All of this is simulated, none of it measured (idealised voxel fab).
This section sets out a process module, namely voxel transistor to metal.
Xsec cut, 295 nm wide, square cell size 5 nm.
Think of the cross-section as a grid of square cells. We describe it in bands, top to bottom, and each band covers one or more rows of those cells. First you get the band's top height and its bottom height, in nm, and then the materials it's made of, left to right, with each width in nm. If you see a single material with "edge to edge", that one covers the band edge to edge. "empty" is empty space. The level at which height equals 0 is the one under which the wafer, as it arrives, is entirely one material. No lower edge exists for the bottom band, which continues downward and is notated as in "z 0 and below". The width entry "30 to 40" should be interpreted row by row: the top row of cells in the band takes the first number, the bottom row takes the second number, and the change between adjacent rows is uniform throughout. Given "changes: none" for a step, no cell of the cross-section differs between before and after that step. "Sealed void inventory" lists enclosed empty spaces (at least 8 cells, no open path upward to the top), each as width x height at distance from the left edge, in nm. Text after the settings on a step's line: the simulator's own remark on that step. The optional step-line setting "overlay nm" applies to steps with a mask and quantifies how far to the right of its planned location the mask lay, a negative value indicating leftward placement.
SO HERE'S THE LINEUP OF PROCESS STEPS WE PLANNED
1) RECEIVE | material Si
2) CONFORMAL_DEP | material SiO2 | thk nm 5
3) CONFORMAL_DEP | material SiN | thk nm 15
4) PATTERN | tone cover | mask id ACTIVE | material resist | width nm 110 | pitch nm 140 | thk nm 20 | overlay nm 0
5) DIRECTIONAL_ETCH | etch materials SiN | depth nm 15
6) DIRECTIONAL_ETCH | etch materials SiO2 | depth nm 5
7) DIRECTIONAL_ETCH | etch materials Si | depth nm 35
8) STRIP | etch materials resist
9) OXIDIZE | depth nm 5
10) FILL_DEP | material SiO2 | thk nm 15
11) CMP | height nm 20
12) SELECTIVE_ETCH | etch materials SiO2 | depth nm 10
13) STRIP | etch materials SiN
14) SELECTIVE_ETCH | etch materials SiO2 | depth nm 5
15) OXIDIZE | depth nm 5
16) DIRECTIONAL_DEP | material polySi | thk nm 30
17) DIRECTIONAL_DEP | material SiCN | thk nm 15
18) MASKED_ETCH | tone cover | mask id GATE | width nm 20 | pitch nm 140 | etch materials SiCN | depth nm 25 | overlay nm 0
19) MASKED_ETCH | tone cover | mask id GATE | width nm 20 | pitch nm 140 | etch materials polySi | depth nm 40 | overlay nm 0
20) CONFORMAL_DEP | material SiO2 | thk nm 5
21) DIRECTIONAL_ETCH | etch materials SiO2 | depth nm 5
22) CONFORMAL_DEP | material SiN | thk nm 5
23) DIRECTIONAL_ETCH | etch materials SiN | depth nm 5
24) DIRECTIONAL_ETCH | etch materials SiO2 | depth nm 5
25) EPI | material nSi | thk nm 5
26) FILL_DEP | material SiO2 | thk nm 5
27) CMP | height nm 45
28) DIRECTIONAL_DEP | material SiO2 | thk nm 15
29) PATTERN | tone open | mask id CONTACT | material resist | width nm 35 | thk nm 15 | overlay nm 0
30) DIRECTIONAL_ETCH | etch materials SiO2 | depth nm 60
31) STRIP | etch materials resist
32) CONFORMAL_DEP | material TiN | thk nm 5
33) FILL_DEP | material Ru | thk nm 5
34) CMP | height nm 60
35) DIRECTIONAL_DEP | material TiN | thk nm 5
36) DIRECTIONAL_DEP | material Ru | thk nm 15
37) MASKED_ETCH | tone cover | mask id METAL_1 | width nm 20 | etch materials Ru | depth nm 15 | overlay nm 0
38) MASKED_ETCH | tone cover | mask id METAL_1 | width nm 20 | etch materials TiN | depth nm 5 | overlay nm 0
39) FILL_DEP | material SiO2 | thk nm 5
40) CMP | height nm 80
41) CONFORMAL_DEP | material SiCN | thk nm 5
42) DIRECTIONAL_DEP | material lowk | thk nm 30
43) DIRECTIONAL_DEP | material aC | thk nm 10
44) PATTERN | tone open | mask id METAL_2 | material resist | width nm 20 | pitch nm 140 | thk nm 30 | overlay nm 0
45) DIRECTIONAL_ETCH | etch materials aC | depth nm 10
46) STRIP | etch materials resist
47) DIRECTIONAL_ETCH | etch materials lowk | depth nm 15
48) STRIP | etch materials aC
49) PATTERN | tone open | mask id METAL_2_HOLES | material resist | width nm 15 | pitch nm 140 | thk nm 15 | overlay nm 0
50) DIRECTIONAL_ETCH | etch materials lowk | depth nm 15
51) DIRECTIONAL_ETCH | etch materials SiCN | depth nm 5
52) STRIP | etch materials resist
53) CONFORMAL_DEP | material TiN | thk nm 5
54) FILL_DEP | material Ru | thk nm 10
55) CMP | height nm 115
56) CONFORMAL_DEP | material SiN | thk nm 5
FIRST OF TWO WAFERS, PROCESSED ACCORDING TO PLAN
CROSS-SECTION, INCOMING MATERIAL, AFTER STEP 1
- z 0 and below  Si edge to edge
- Sealed void inventory: none
AFTER STEP 2: WAFER CROSS-SECTION
- z 5 to 0  SiO2 edge to edge
- Anything lower than 0 is untouched.
AFTER STEP 3: WAFER CROSS-SECTION
- z 20 to 5  SiN edge to edge
- Anything lower than 5 is untouched.
AFTER STEP 4: WAFER CROSS-SECTION
- z 40 to 20  20 empty  110 resist  30 empty  110 resist  25 empty
- Anything lower than 20 is untouched.
AFTER STEP 5: WAFER CROSS-SECTION
- z 40 to 20  20 empty  110 resist  30 empty  110 resist  25 empty
- z 20 to 5  20 empty  110 SiN  30 empty  110 SiN  25 empty
- Anything lower than 5 is untouched.
AFTER STEP 6: WAFER CROSS-SECTION
- z 40 to 20  20 empty  110 resist  30 empty  110 resist  25 empty
- z 20 to 5  20 empty  110 SiN  30 empty  110 SiN  25 empty
- z 5 to 0  20 empty  110 SiO2  30 empty  110 SiO2  25 empty
- Anything lower than 0 is untouched.
AFTER STEP 7: WAFER CROSS-SECTION
- z 40 to 20  20 empty  110 resist  30 empty  110 resist  25 empty
- z 20 to 5  20 empty  110 SiN  30 empty  110 SiN  25 empty
- z 5 to 0  20 empty  110 SiO2  30 empty  110 SiO2  25 empty
- z 0 to -35  20 empty  110 Si  30 empty  110 Si  25 empty
- Anything lower than -35 is untouched.
AFTER STEP 8: WAFER CROSS-SECTION
- z 20 to 5  20 empty  110 SiN  30 empty  110 SiN  25 empty
- Anything lower than 5 is untouched.
AFTER STEP 9: WAFER CROSS-SECTION
- z 20 to 5  20 empty  110 SiN  30 empty  110 SiN  25 empty
- z 5 to 0  20 empty  110 SiO2  30 empty  110 SiO2  25 empty
- z 0 to -35  20 empty  5 SiO2  100 Si  5 SiO2  30 empty  5 SiO2  100 Si  5 SiO2  25 empty
- z -35 to -40  25 SiO2  100 Si  40 SiO2  100 Si  30 SiO2
- Anything lower than -40 is untouched.
AFTER STEP 10: WAFER CROSS-SECTION
- z 35 to 20  SiO2 edge to edge
- z 20 to 5  20 SiO2  110 SiN  30 SiO2  110 SiN  25 SiO2
- z 5 to 0  SiO2 edge to edge
- z 0 to -40  25 SiO2  100 Si  40 SiO2  100 Si  30 SiO2
- Anything lower than -40 is untouched.
AFTER STEP 11: WAFER CROSS-SECTION
- z 20 to 5  20 SiO2  110 SiN  30 SiO2  110 SiN  25 SiO2
- Anything lower than 5 is untouched.
AFTER STEP 12: WAFER CROSS-SECTION
- z 20 to 10  20 empty  110 SiN  30 empty  110 SiN  25 empty
- Anything lower than 10 is untouched.
AFTER STEP 13: WAFER CROSS-SECTION
- z 10 to 5  20 SiO2  110 empty  30 SiO2  110 empty  25 SiO2
- Anything lower than 5 is untouched.
AFTER STEP 14: WAFER CROSS-SECTION
- z 5 to 0  15 SiO2  120 empty  20 SiO2  120 empty  20 SiO2
- Anything lower than 0 is untouched.
AFTER STEP 15: WAFER CROSS-SECTION
- z 5 to 0  15 SiO2  120 empty  20 SiO2  120 empty  20 SiO2
- z 0 to -5  SiO2 edge to edge
- Anything lower than -5 is untouched.
AFTER STEP 16: WAFER CROSS-SECTION
- z 35 to 30  15 polySi  120 empty  20 polySi  120 empty  20 polySi
- z 30 to 5  polySi edge to edge
- z 5 to 0  15 SiO2  120 polySi  20 SiO2  120 polySi  20 SiO2
- Anything lower than 0 is untouched.
AFTER STEP 17: WAFER CROSS-SECTION
- z 50 to 45  15 SiCN  120 empty  20 SiCN  120 empty  20 SiCN
- z 45 to 35  SiCN edge to edge
- z 35 to 30  15 polySi  120 SiCN  20 polySi  120 SiCN  20 polySi
- Anything lower than 30 is untouched.
AFTER STEP 18: WAFER CROSS-SECTION
- z 45 to 35  65 empty  20 SiCN  120 empty  20 SiCN  70 empty
- z 35 to 30  15 polySi  50 empty  20 SiCN  50 empty  20 polySi  50 empty  20 SiCN  50 empty  20 polySi
- Anything lower than 30 is untouched.
AFTER STEP 19: WAFER CROSS-SECTION
- z 45 to 30  65 empty  20 SiCN  120 empty  20 SiCN  70 empty
- z 30 to 5  65 empty  20 polySi  120 empty  20 polySi  70 empty
- z 5 to 0  15 SiO2  50 empty  20 polySi  50 empty  20 SiO2  50 empty  20 polySi  50 empty  20 SiO2
- Anything lower than 0 is untouched.
AFTER STEP 20: WAFER CROSS-SECTION
- z 50 to 45  60 empty  30 SiO2  110 empty  30 SiO2  65 empty
- z 45 to 30  60 empty  5 SiO2  20 SiCN  5 SiO2  110 empty  5 SiO2  20 SiCN  5 SiO2  65 empty
- z 30 to 10  60 empty  5 SiO2  20 polySi  5 SiO2  110 empty  5 SiO2  20 polySi  5 SiO2  65 empty
- z 10 to 5  20 SiO2  40 empty  5 SiO2  20 polySi  5 SiO2  40 empty  30 SiO2  40 empty  5 SiO2  20 polySi  5 SiO2  40 empty  25 SiO2
- z 5 to 0  65 SiO2  20 polySi  120 SiO2  20 polySi  70 SiO2
- Anything lower than 0 is untouched.
AFTER STEP 21: WAFER CROSS-SECTION
- z 45 to 30  60 empty  5 SiO2  20 SiCN  5 SiO2  110 empty  5 SiO2  20 SiCN  5 SiO2  65 empty
- z 30 to 5  60 empty  5 SiO2  20 polySi  5 SiO2  110 empty  5 SiO2  20 polySi  5 SiO2  65 empty
- z 5 to 0  20 SiO2  40 empty  5 SiO2  20 polySi  5 SiO2  40 empty  30 SiO2  40 empty  5 SiO2  20 polySi  5 SiO2  40 empty  25 SiO2
- Anything lower than 0 is untouched.
AFTER STEP 22: WAFER CROSS-SECTION
- z 50 to 45  55 empty  40 SiN  100 empty  40 SiN  60 empty
- z 45 to 30  55 empty  5 SiN  5 SiO2  20 SiCN  5 SiO2  5 SiN  100 empty  5 SiN  5 SiO2  20 SiCN  5 SiO2  5 SiN  60 empty
- z 30 to 10  55 empty  5 SiN  5 SiO2  20 polySi  5 SiO2  5 SiN  100 empty  5 SiN  5 SiO2  20 polySi  5 SiO2  5 SiN  60 empty
- z 10 to 5  25 SiN  30 empty  5 SiN  5 SiO2  20 polySi  5 SiO2  5 SiN  30 empty  40 SiN  30 empty  5 SiN  5 SiO2  20 polySi  5 SiO2  5 SiN  30 empty  30 SiN
- z 5 to 0  20 SiO2  40 SiN  5 SiO2  20 polySi  5 SiO2  40 SiN  30 SiO2  40 SiN  5 SiO2  20 polySi  5 SiO2  40 SiN  25 SiO2
- Anything lower than 0 is untouched.
AFTER STEP 23: WAFER CROSS-SECTION
- z 45 to 30  55 empty  5 SiN  5 SiO2  20 SiCN  5 SiO2  5 SiN  100 empty  5 SiN  5 SiO2  20 SiCN  5 SiO2  5 SiN  60 empty
- z 30 to 5  55 empty  5 SiN  5 SiO2  20 polySi  5 SiO2  5 SiN  100 empty  5 SiN  5 SiO2  20 polySi  5 SiO2  5 SiN  60 empty
- z 5 to 0  20 SiO2  5 SiN  30 empty  5 SiN  5 SiO2  20 polySi  5 SiO2  5 SiN  30 empty  5 SiN  30 SiO2  5 SiN  30 empty  5 SiN  5 SiO2  20 polySi  5 SiO2  5 SiN  30 empty  5 SiN  25 SiO2
- Anything lower than 0 is untouched.
AFTER STEP 24: WAFER CROSS-SECTION
- z 45 to 40  55 empty  5 SiN  5 empty  20 SiCN  5 empty  5 SiN  100 empty  5 SiN  5 empty  20 SiCN  5 empty  5 SiN  60 empty
- z 40 to 30  55 empty  5 SiN  5 SiO2  20 SiCN  5 SiO2  5 SiN  100 empty  5 SiN  5 SiO2  20 SiCN  5 SiO2  5 SiN  60 empty
- z 30 to 5  55 empty  5 SiN  5 SiO2  20 polySi  5 SiO2  5 SiN  100 empty  5 SiN  5 SiO2  20 polySi  5 SiO2  5 SiN  60 empty
- z 5 to 0  20 empty  5 SiN  30 empty  5 SiN  5 SiO2  20 polySi  5 SiO2  5 SiN  30 empty  5 SiN  30 empty  5 SiN  30 empty  5 SiN  5 SiO2  20 polySi  5 SiO2  5 SiN  30 empty  5 SiN  25 empty
- z 0 to -5  25 SiO2  30 empty  40 SiO2  30 empty  40 SiO2  30 empty  40 SiO2  30 empty  30 SiO2
- Anything lower than -5 is untouched.
AFTER STEP 25: WAFER CROSS-SECTION
- z 45 to 40  55 empty  5 SiN  5 empty  20 SiCN  5 empty  5 SiN  100 empty  5 SiN  5 empty  20 SiCN  5 empty  5 SiN  60 empty
- z 40 to 30  55 empty  5 SiN  5 SiO2  20 SiCN  5 SiO2  5 SiN  100 empty  5 SiN  5 SiO2  20 SiCN  5 SiO2  5 SiN  60 empty
- z 30 to 5  55 empty  5 SiN  5 SiO2  20 polySi  5 SiO2  5 SiN  100 empty  5 SiN  5 SiO2  20 polySi  5 SiO2  5 SiN  60 empty
- z 5 to 0  20 empty  5 SiN  30 empty  5 SiN  5 SiO2  20 polySi  5 SiO2  5 SiN  30 empty  5 SiN  30 empty  5 SiN  30 empty  5 SiN  5 SiO2  20 polySi  5 SiO2  5 SiN  30 empty  5 SiN  25 empty
- z 0 to -5  25 SiO2  30 nSi  40 SiO2  30 nSi  40 SiO2  30 nSi  40 SiO2  30 nSi  30 SiO2
- Anything lower than -5 is untouched.
AFTER STEP 26: WAFER CROSS-SECTION
- z 50 to 45  SiO2 edge to edge
- z 45 to 30  55 SiO2  5 SiN  5 SiO2  20 SiCN  5 SiO2  5 SiN  100 SiO2  5 SiN  5 SiO2  20 SiCN  5 SiO2  5 SiN  60 SiO2
- z 30 to 5  55 SiO2  5 SiN  5 SiO2  20 polySi  5 SiO2  5 SiN  100 SiO2  5 SiN  5 SiO2  20 polySi  5 SiO2  5 SiN  60 SiO2
- z 5 to 0  20 SiO2  5 SiN  30 SiO2  5 SiN  5 SiO2  20 polySi  5 SiO2  5 SiN  30 SiO2  5 SiN  30 SiO2  5 SiN  30 SiO2  5 SiN  5 SiO2  20 polySi  5 SiO2  5 SiN  30 SiO2  5 SiN  25 SiO2
- Anything lower than 0 is untouched.
AFTER STEP 27: WAFER CROSS-SECTION
- z 45 to 30  55 SiO2  5 SiN  5 SiO2  20 SiCN  5 SiO2  5 SiN  100 SiO2  5 SiN  5 SiO2  20 SiCN  5 SiO2  5 SiN  60 SiO2
- Anything lower than 30 is untouched.
AFTER STEP 28: WAFER CROSS-SECTION
- z 60 to 45  SiO2 edge to edge
- Anything lower than 45 is untouched.
AFTER STEP 29: WAFER CROSS-SECTION
- z 75 to 60  25 resist  35 empty  30 resist  35 empty  40 resist  35 empty  30 resist  35 empty  30 resist
- Anything lower than 60 is untouched.
AFTER STEP 30: WAFER CROSS-SECTION
- z 75 to 60  25 resist  35 empty  30 resist  35 empty  40 resist  35 empty  30 resist  35 empty  30 resist
- z 60 to 45  25 SiO2  35 empty  30 SiO2  35 empty  40 SiO2  35 empty  30 SiO2  35 empty  30 SiO2
- z 45 to 30  25 SiO2  30 empty  5 SiN  5 SiO2  20 SiCN  5 SiO2  5 SiN  30 empty  40 SiO2  30 empty  5 SiN  5 SiO2  20 SiCN  5 SiO2  5 SiN  30 empty  30 SiO2
- z 30 to 5  25 SiO2  30 empty  5 SiN  5 SiO2  20 polySi  5 SiO2  5 SiN  30 empty  40 SiO2  30 empty  5 SiN  5 SiO2  20 polySi  5 SiO2  5 SiN  30 empty  30 SiO2
- z 5 to 0  20 SiO2  5 SiN  30 empty  5 SiN  5 SiO2  20 polySi  5 SiO2  5 SiN  30 empty  5 SiN  30 SiO2  5 SiN  30 empty  5 SiN  5 SiO2  20 polySi  5 SiO2  5 SiN  30 empty  5 SiN  25 SiO2
- Anything lower than 0 is untouched.
AFTER STEP 31: WAFER CROSS-SECTION
- z 60 to 45  25 SiO2  35 empty  30 SiO2  35 empty  40 SiO2  35 empty  30 SiO2  35 empty  30 SiO2
- Anything lower than 45 is untouched.
AFTER STEP 32: WAFER CROSS-SECTION
- z 65 to 60  30 TiN  25 empty  40 TiN  25 empty  50 TiN  25 empty  40 TiN  25 empty  35 TiN
- z 60 to 50  25 SiO2  5 TiN  25 empty  5 TiN  30 SiO2  5 TiN  25 empty  5 TiN  40 SiO2  5 TiN  25 empty  5 TiN  30 SiO2  5 TiN  25 empty  5 TiN  30 SiO2
- z 50 to 45  25 SiO2  5 TiN  20 empty  10 TiN  30 SiO2  10 TiN  20 empty  5 TiN  40 SiO2  5 TiN  20 empty  10 TiN  30 SiO2  10 TiN  20 empty  5 TiN  30 SiO2
- z 45 to 30  25 SiO2  5 TiN  20 empty  5 TiN  5 SiN  5 SiO2  20 SiCN  5 SiO2  5 SiN  5 TiN  20 empty  5 TiN  40 SiO2  5 TiN  20 empty  5 TiN  5 SiN  5 SiO2  20 SiCN  5 SiO2  5 SiN  5 TiN  20 empty  5 TiN  30 SiO2
- z 30 to 5  25 SiO2  5 TiN  20 empty  5 TiN  5 SiN  5 SiO2  20 polySi  5 SiO2  5 SiN  5 TiN  20 empty  5 TiN  40 SiO2  5 TiN  20 empty  5 TiN  5 SiN  5 SiO2  20 polySi  5 SiO2  5 SiN  5 TiN  20 empty  5 TiN  30 SiO2
- z 5 to 0  20 SiO2  5 SiN  30 TiN  5 SiN  5 SiO2  20 polySi  5 SiO2  5 SiN  30 TiN  5 SiN  30 SiO2  5 SiN  30 TiN  5 SiN  5 SiO2  20 polySi  5 SiO2  5 SiN  30 TiN  5 SiN  25 SiO2
- Anything lower than 0 is untouched.
AFTER STEP 33: WAFER CROSS-SECTION
- z 70 to 65  Ru edge to edge
- z 65 to 60  30 TiN  25 Ru  40 TiN  25 Ru  50 TiN  25 Ru  40 TiN  25 Ru  35 TiN
- z 60 to 50  25 SiO2  5 TiN  25 Ru  5 TiN  30 SiO2  5 TiN  25 Ru  5 TiN  40 SiO2  5 TiN  25 Ru  5 TiN  30 SiO2  5 TiN  25 Ru  5 TiN  30 SiO2
- z 50 to 45  25 SiO2  5 TiN  20 Ru  10 TiN  30 SiO2  10 TiN  20 Ru  5 TiN  40 SiO2  5 TiN  20 Ru  10 TiN  30 SiO2  10 TiN  20 Ru  5 TiN  30 SiO2
- z 45 to 30  25 SiO2  5 TiN  20 Ru  5 TiN  5 SiN  5 SiO2  20 SiCN  5 SiO2  5 SiN  5 TiN  20 Ru  5 TiN  40 SiO2  5 TiN  20 Ru  5 TiN  5 SiN  5 SiO2  20 SiCN  5 SiO2  5 SiN  5 TiN  20 Ru  5 TiN  30 SiO2
- z 30 to 5  25 SiO2  5 TiN  20 Ru  5 TiN  5 SiN  5 SiO2  20 polySi  5 SiO2  5 SiN  5 TiN  20 Ru  5 TiN  40 SiO2  5 TiN  20 Ru  5 TiN  5 SiN  5 SiO2  20 polySi  5 SiO2  5 SiN  5 TiN  20 Ru  5 TiN  30 SiO2
- Anything lower than 5 is untouched.
AFTER STEP 34: WAFER CROSS-SECTION
- z 60 to 50  25 SiO2  5 TiN  25 Ru  5 TiN  30 SiO2  5 TiN  25 Ru  5 TiN  40 SiO2  5 TiN  25 Ru  5 TiN  30 SiO2  5 TiN  25 Ru  5 TiN  30 SiO2
- Anything lower than 50 is untouched.
AFTER STEP 35: WAFER CROSS-SECTION
- z 65 to 60  TiN edge to edge
- Anything lower than 60 is untouched.
AFTER STEP 36: WAFER CROSS-SECTION
- z 80 to 65  Ru edge to edge
- Anything lower than 65 is untouched.
AFTER STEP 37: WAFER CROSS-SECTION
- z 80 to 65  25 empty  20 Ru  60 empty  20 Ru  40 empty  20 Ru  60 empty  20 Ru  30 empty
- Anything lower than 65 is untouched.
AFTER STEP 38: WAFER CROSS-SECTION
- z 80 to 65  25 empty  20 Ru  60 empty  20 Ru  40 empty  20 Ru  60 empty  20 Ru  30 empty
- z 65 to 60  25 empty  20 TiN  60 empty  20 TiN  40 empty  20 TiN  60 empty  20 TiN  30 empty
- Anything lower than 60 is untouched.
AFTER STEP 39: WAFER CROSS-SECTION
- z 85 to 80  SiO2 edge to edge
- z 80 to 65  25 SiO2  20 Ru  60 SiO2  20 Ru  40 SiO2  20 Ru  60 SiO2  20 Ru  30 SiO2
- z 65 to 60  25 SiO2  20 TiN  60 SiO2  20 TiN  40 SiO2  20 TiN  60 SiO2  20 TiN  30 SiO2
- Anything lower than 60 is untouched.
AFTER STEP 40: WAFER CROSS-SECTION
- z 80 to 65  25 SiO2  20 Ru  60 SiO2  20 Ru  40 SiO2  20 Ru  60 SiO2  20 Ru  30 SiO2
- Anything lower than 65 is untouched.
AFTER STEP 41: WAFER CROSS-SECTION
- z 85 to 80  SiCN edge to edge
- Anything lower than 80 is untouched.
AFTER STEP 42: WAFER CROSS-SECTION
- z 115 to 85  lowk edge to edge
- Anything lower than 85 is untouched.
AFTER STEP 43: WAFER CROSS-SECTION
- z 125 to 115  aC edge to edge
- Anything lower than 115 is untouched.
AFTER STEP 44: WAFER CROSS-SECTION
- z 155 to 125  25 resist  20 empty  120 resist  20 empty  110 resist
- Anything lower than 125 is untouched.
AFTER STEP 45: WAFER CROSS-SECTION
- z 145 to 125  25 resist  20 empty  120 resist  20 empty  110 resist
- z 125 to 115  25 aC  20 empty  120 aC  20 empty  110 aC
- Anything lower than 115 is untouched.
AFTER STEP 46: WAFER CROSS-SECTION
- z 125 to 115  25 aC  20 empty  120 aC  20 empty  110 aC
- Anything lower than 115 is untouched.
AFTER STEP 47: WAFER CROSS-SECTION
- z 125 to 115  25 aC  20 empty  120 aC  20 empty  110 aC
- z 115 to 100  25 lowk  20 empty  120 lowk  20 empty  110 lowk
- Anything lower than 100 is untouched.
AFTER STEP 48: WAFER CROSS-SECTION
- z 115 to 100  25 lowk  20 empty  120 lowk  20 empty  110 lowk
- Anything lower than 100 is untouched.
AFTER STEP 49: WAFER CROSS-SECTION
- z 130 to 115  25 resist  15 empty  125 resist  15 empty  115 resist
- z 115 to 100  25 lowk  15 empty  5 resist  120 lowk  15 empty  5 resist  110 lowk
- Anything lower than 100 is untouched.
AFTER STEP 50: WAFER CROSS-SECTION
- z 130 to 115  25 resist  15 empty  125 resist  15 empty  115 resist
- z 115 to 100  25 lowk  15 empty  5 resist  120 lowk  15 empty  5 resist  110 lowk
- z 100 to 85  25 lowk  15 empty  125 lowk  15 empty  115 lowk
- Anything lower than 85 is untouched.
AFTER STEP 51: WAFER CROSS-SECTION
- z 130 to 115  25 resist  15 empty  125 resist  15 empty  115 resist
- z 115 to 100  25 lowk  15 empty  5 resist  120 lowk  15 empty  5 resist  110 lowk
- z 100 to 85  25 lowk  15 empty  125 lowk  15 empty  115 lowk
- z 85 to 80  25 SiCN  15 empty  125 SiCN  15 empty  115 SiCN
- Anything lower than 80 is untouched.
AFTER STEP 52: WAFER CROSS-SECTION
- z 115 to 100  25 lowk  20 empty  120 lowk  20 empty  110 lowk
- Anything lower than 100 is untouched.
AFTER STEP 53: WAFER CROSS-SECTION
- z 120 to 115  30 TiN  10 empty  130 TiN  10 empty  115 TiN
- z 115 to 105  25 lowk  5 TiN  10 empty  5 TiN  120 lowk  5 TiN  10 empty  5 TiN  110 lowk
- z 105 to 100  25 lowk  5 TiN  5 empty  10 TiN  120 lowk  5 TiN  5 empty  10 TiN  110 lowk
- z 100 to 85  25 lowk  5 TiN  5 empty  5 TiN  125 lowk  5 TiN  5 empty  5 TiN  115 lowk
- z 85 to 80  25 SiCN  15 TiN  125 SiCN  15 TiN  115 SiCN
- Anything lower than 80 is untouched.
AFTER STEP 54: WAFER CROSS-SECTION
- z 130 to 120  Ru edge to edge
- z 120 to 115  30 TiN  10 Ru  130 TiN  10 Ru  115 TiN
- z 115 to 105  25 lowk  5 TiN  10 Ru  5 TiN  120 lowk  5 TiN  10 Ru  5 TiN  110 lowk
- z 105 to 100  25 lowk  5 TiN  5 Ru  10 TiN  120 lowk  5 TiN  5 Ru  10 TiN  110 lowk
- z 100 to 85  25 lowk  5 TiN  5 Ru  5 TiN  125 lowk  5 TiN  5 Ru  5 TiN  115 lowk
- Anything lower than 85 is untouched.
AFTER STEP 55: WAFER CROSS-SECTION
- z 115 to 105  25 lowk  5 TiN  10 Ru  5 TiN  120 lowk  5 TiN  10 Ru  5 TiN  110 lowk
- Anything lower than 105 is untouched.
AFTER STEP 56: WAFER CROSS-SECTION
- z 120 to 115  SiN edge to edge
- Anything lower than 115 is untouched.
REGARDING THE SECOND OF THE TWO WAFERS: IT SHARED THE FIRST WAFER'S STARTING CONDITION AND PROCESS PLAN, YET ONE ERROR OCCURRED DURING ITS EXECUTION. ITS HISTORY COINCIDES WITH THAT OF THE FIRST WAFER UP TO AND INCLUDING STEP 48
SECOND WAFER: CROSS-SECTION AT THE SCHEDULED END OF STEP 49
- z 100 to 85  25 lowk  20 empty  120 lowk  20 empty  110 lowk
- Anything lower than 85 is untouched.
SECOND WAFER: CROSS-SECTION AT THE SCHEDULED END OF STEP 50
- z 115 to 100  25 resist  15 empty  125 resist  15 empty  115 resist
- z 100 to 85  25 lowk  15 empty  5 resist  120 lowk  15 empty  5 resist  110 lowk
- Anything lower than 85 is untouched.
SECOND WAFER: CROSS-SECTION AT THE SCHEDULED END OF STEP 51
- z 115 to 100  25 resist  15 empty  125 resist  15 empty  115 resist
- z 100 to 85  25 lowk  15 empty  5 resist  120 lowk  15 empty  5 resist  110 lowk
- z 85 to 80  25 SiCN  15 empty  125 SiCN  15 empty  115 SiCN
- Anything lower than 80 is untouched.
SECOND WAFER: CROSS-SECTION AT THE SCHEDULED END OF STEP 52
- z 100 to 85  25 lowk  20 empty  120 lowk  20 empty  110 lowk
- Anything lower than 85 is untouched.
SECOND WAFER: CROSS-SECTION AT THE SCHEDULED END OF STEP 53
- z 105 to 100  30 TiN  10 empty  130 TiN  10 empty  115 TiN
- z 100 to 90  25 lowk  5 TiN  10 empty  5 TiN  120 lowk  5 TiN  10 empty  5 TiN  110 lowk
- z 90 to 85  25 lowk  5 TiN  5 empty  10 TiN  120 lowk  5 TiN  5 empty  10 TiN  110 lowk
- z 85 to 80  25 SiCN  15 TiN  125 SiCN  15 TiN  115 SiCN
- Anything lower than 80 is untouched.
SECOND WAFER: CROSS-SECTION AT THE SCHEDULED END OF STEP 54
- z 115 to 105  Ru edge to edge
- z 105 to 100  30 TiN  10 Ru  130 TiN  10 Ru  115 TiN
- z 100 to 90  25 lowk  5 TiN  10 Ru  5 TiN  120 lowk  5 TiN  10 Ru  5 TiN  110 lowk
- z 90 to 85  25 lowk  5 TiN  5 Ru  10 TiN  120 lowk  5 TiN  5 Ru  10 TiN  110 lowk
- Anything lower than 85 is untouched.
Second wafer: cross-section at the scheduled end of step 55: changes: none
SECOND WAFER: CROSS-SECTION AT THE SCHEDULED END OF STEP 56
- z 120 to 115  SiN edge to edge
- Anything lower than 115 is untouched.
Nonconformance to the process plan: contrary to the plan, steps 49 and 50 were processed in exchanged order
Heads up, by the end the second wafer has more or fewer cells of some materials compared to the first: 116 more of Ru; 43 more of TiN; 159 fewer of lowk
